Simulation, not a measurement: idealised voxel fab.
process module | voxel air gaps
cross-section cut | 295 nm wide | cells 5 nm
A cross-section is a grid of square cells, given in bands from the top down. A band is one or more rows of cells.
Each band's line starts with the height of the band's top and of its bottom, in nm. Then come its materials from left to right, each with its width in nm. One material with "throughout" fills the band from edge to edge. "air" is empty space.
Height 0 is the level under which the wafer as received is all one material. The lowest band goes on downwards, as in "0 down".
A width such as "30 to 40" changes by the same amount from each row of cells to the next, from the band's top row to its bottom row.
"no change" after a step means that no cell of the cross-section changed.
closed voids: empty space of 8 cells or more with no open way to the top, each as width x height at its distance from the left edge, in nm
after a step's settings: what the simulator itself notes on the step
overlay nm, on a step with a mask: how far to the right of its planned place the mask lay; to the left if negative
plan
1 op RECEIVE | material Si
2 op CONFORMAL_DEP | material SiO2 | thk nm 15
3 op CONFORMAL_DEP | material SiCN | thk nm 5
4 op DIRECTIONAL_DEP | material lowk | thk nm 40
5 op MASKED_ETCH | tone open | mask id LINES | width nm 20 | pitch nm 50 | etch materials lowk | depth nm 40 | overlay nm 0
6 op CONFORMAL_DEP | material TiN | thk nm 5
7 op FILL_DEP | material W | thk nm 5
8 op CMP | height nm 60
9 op EPI | material Ru | thk nm 10
10 op SELECTIVE_ETCH | etch materials lowk | depth nm 50
11 op CONFORMAL_DEP | material SiCN | thk nm 5
first wafer, as planned
as received, after step 1
  0 down: Si throughout
  closed voids: none
after step 2
  15 to 0: SiO2 throughout
  below 0: unchanged
after step 3
  20 to 15: SiCN throughout
  below 15: unchanged
after step 4
  60 to 20: lowk throughout
  below 20: unchanged
after step 5
  60 to 20: lowk 60 | air 20 | lowk 30 | air 20 | lowk 30 | air 20 | lowk 30 | air 20 | lowk 65
  below 20: unchanged
after step 6
  65 to 60: TiN 65 | air 10 | TiN 40 | air 10 | TiN 40 | air 10 | TiN 40 | air 10 | TiN 70
  60 to 25: lowk 60 | TiN 5 | air 10 | TiN 5 | lowk 30 | TiN 5 | air 10 | TiN 5 | lowk 30 | TiN 5 | air 10 | TiN 5 | lowk 30 | TiN 5 | air 10 | TiN 5 | lowk 65
  25 to 20: lowk 60 | TiN 20 | lowk 30 | TiN 20 | lowk 30 | TiN 20 | lowk 30 | TiN 20 | lowk 65
  below 20: unchanged
after step 7
  70 to 65: W throughout
  65 to 60: TiN 65 | W 10 | TiN 40 | W 10 | TiN 40 | W 10 | TiN 40 | W 10 | TiN 70
  60 to 25: lowk 60 | TiN 5 | W 10 | TiN 5 | lowk 30 | TiN 5 | W 10 | TiN 5 | lowk 30 | TiN 5 | W 10 | TiN 5 | lowk 30 | TiN 5 | W 10 | TiN 5 | lowk 65
  below 25: unchanged
after step 8
  60 to 25: lowk 60 | TiN 5 | W 10 | TiN 5 | lowk 30 | TiN 5 | W 10 | TiN 5 | lowk 30 | TiN 5 | W 10 | TiN 5 | lowk 30 | TiN 5 | W 10 | TiN 5 | lowk 65
  below 25: unchanged
after step 9
  70 to 60: air 50 | Ru 40 | air 10 | Ru 40 | air 10 | Ru 40 | air 10 | Ru 40 | air 55
  below 60: unchanged
after step 10
  70 to 60: air 50 | Ru 40 | air 10 | Ru 40 | air 10 | Ru 40 | air 10 | Ru 40 | air 55
  60 to 25: air 60 | TiN 5 | W 10 | TiN 5 | air 30 | TiN 5 | W 10 | TiN 5 | air 30 | TiN 5 | W 10 | TiN 5 | air 30 | TiN 5 | W 10 | TiN 5 | air 65
  25 to 20: air 60 | TiN 20 | air 30 | TiN 20 | air 30 | TiN 20 | air 30 | TiN 20 | air 65
  below 20: unchanged
after step 11
  75 to 70: air 45 | SiCN 200 | air 50
  70 to 60: air 45 | SiCN 5 | Ru 40 | SiCN 10 | Ru 40 | SiCN 10 | Ru 40 | SiCN 10 | Ru 40 | SiCN 5 | air 50
  60 to 55: air 45 | SiCN 15 | TiN 5 | W 10 | TiN 5 | SiCN 30 | TiN 5 | W 10 | TiN 5 | SiCN 30 | TiN 5 | W 10 | TiN 5 | SiCN 30 | TiN 5 | W 10 | TiN 5 | SiCN 15 | air 50
  55 to 25: air 55 | SiCN 5 | TiN 5 | W 10 | TiN 5 | SiCN 5 | air 20 | SiCN 5 | TiN 5 | W 10 | TiN 5 | SiCN 5 | air 20 | SiCN 5 | TiN 5 | W 10 | TiN 5 | SiCN 5 | air 20 | SiCN 5 | TiN 5 | W 10 | TiN 5 | SiCN 5 | air 60
  25 to 20: SiCN 60 | TiN 20 | SiCN 30 | TiN 20 | SiCN 30 | TiN 20 | SiCN 30 | TiN 20 | SiCN 65
  below 20: unchanged
  closed voids: 20 x 30 at 85; 20 x 30 at 135; 20 x 30 at 185
second wafer: like start, like plan, one mistake. Through step 1 it matches the first wafer
when step 2 should have ended
  5 to 0: SiCN throughout
  below 0: unchanged
when step 3 should have ended
  20 to 5: SiO2 throughout
  below 5: unchanged
when step 4 should have ended
  60 to 20: lowk throughout
  below 20: unchanged
when step 5 should have ended
  60 to 20: lowk 60 | air 20 | lowk 30 | air 20 | lowk 30 | air 20 | lowk 30 | air 20 | lowk 65
  below 20: unchanged
when step 6 should have ended
  65 to 60: TiN 65 | air 10 | TiN 40 | air 10 | TiN 40 | air 10 | TiN 40 | air 10 | TiN 70
  60 to 25: lowk 60 | TiN 5 | air 10 | TiN 5 | lowk 30 | TiN 5 | air 10 | TiN 5 | lowk 30 | TiN 5 | air 10 | TiN 5 | lowk 30 | TiN 5 | air 10 | TiN 5 | lowk 65
  25 to 20: lowk 60 | TiN 20 | lowk 30 | TiN 20 | lowk 30 | TiN 20 | lowk 30 | TiN 20 | lowk 65
  below 20: unchanged
when step 7 should have ended
  70 to 65: W throughout
  65 to 60: TiN 65 | W 10 | TiN 40 | W 10 | TiN 40 | W 10 | TiN 40 | W 10 | TiN 70
  60 to 25: lowk 60 | TiN 5 | W 10 | TiN 5 | lowk 30 | TiN 5 | W 10 | TiN 5 | lowk 30 | TiN 5 | W 10 | TiN 5 | lowk 30 | TiN 5 | W 10 | TiN 5 | lowk 65
  below 25: unchanged
when step 8 should have ended
  60 to 25: lowk 60 | TiN 5 | W 10 | TiN 5 | lowk 30 | TiN 5 | W 10 | TiN 5 | lowk 30 | TiN 5 | W 10 | TiN 5 | lowk 30 | TiN 5 | W 10 | TiN 5 | lowk 65
  below 25: unchanged
when step 9 should have ended
  70 to 60: air 50 | Ru 40 | air 10 | Ru 40 | air 10 | Ru 40 | air 10 | Ru 40 | air 55
  below 60: unchanged
when step 10 should have ended
  70 to 60: air 50 | Ru 40 | air 10 | Ru 40 | air 10 | Ru 40 | air 10 | Ru 40 | air 55
  60 to 25: air 60 | TiN 5 | W 10 | TiN 5 | air 30 | TiN 5 | W 10 | TiN 5 | air 30 | TiN 5 | W 10 | TiN 5 | air 30 | TiN 5 | W 10 | TiN 5 | air 65
  25 to 20: air 60 | TiN 20 | air 30 | TiN 20 | air 30 | TiN 20 | air 30 | TiN 20 | air 65
  below 20: unchanged
when step 11 should have ended
  75 to 70: air 45 | SiCN 200 | air 50
  70 to 60: air 45 | SiCN 5 | Ru 40 | SiCN 10 | Ru 40 | SiCN 10 | Ru 40 | SiCN 10 | Ru 40 | SiCN 5 | air 50
  60 to 55: air 45 | SiCN 15 | TiN 5 | W 10 | TiN 5 | SiCN 30 | TiN 5 | W 10 | TiN 5 | SiCN 30 | TiN 5 | W 10 | TiN 5 | SiCN 30 | TiN 5 | W 10 | TiN 5 | SiCN 15 | air 50
  55 to 25: air 55 | SiCN 5 | TiN 5 | W 10 | TiN 5 | SiCN 5 | air 20 | SiCN 5 | TiN 5 | W 10 | TiN 5 | SiCN 5 | air 20 | SiCN 5 | TiN 5 | W 10 | TiN 5 | SiCN 5 | air 20 | SiCN 5 | TiN 5 | W 10 | TiN 5 | SiCN 5 | air 60
  25 to 20: SiCN 60 | TiN 20 | SiCN 30 | TiN 20 | SiCN 30 | TiN 20 | SiCN 30 | TiN 20 | SiCN 65
  below 20: unchanged
  closed voids: 20 x 30 at 85; 20 x 30 at 135; 20 x 30 at 185
what went wrong: steps 2 and 3 were swapped
at the end the second wafer has, in cells: as many of each material as the first, in other places
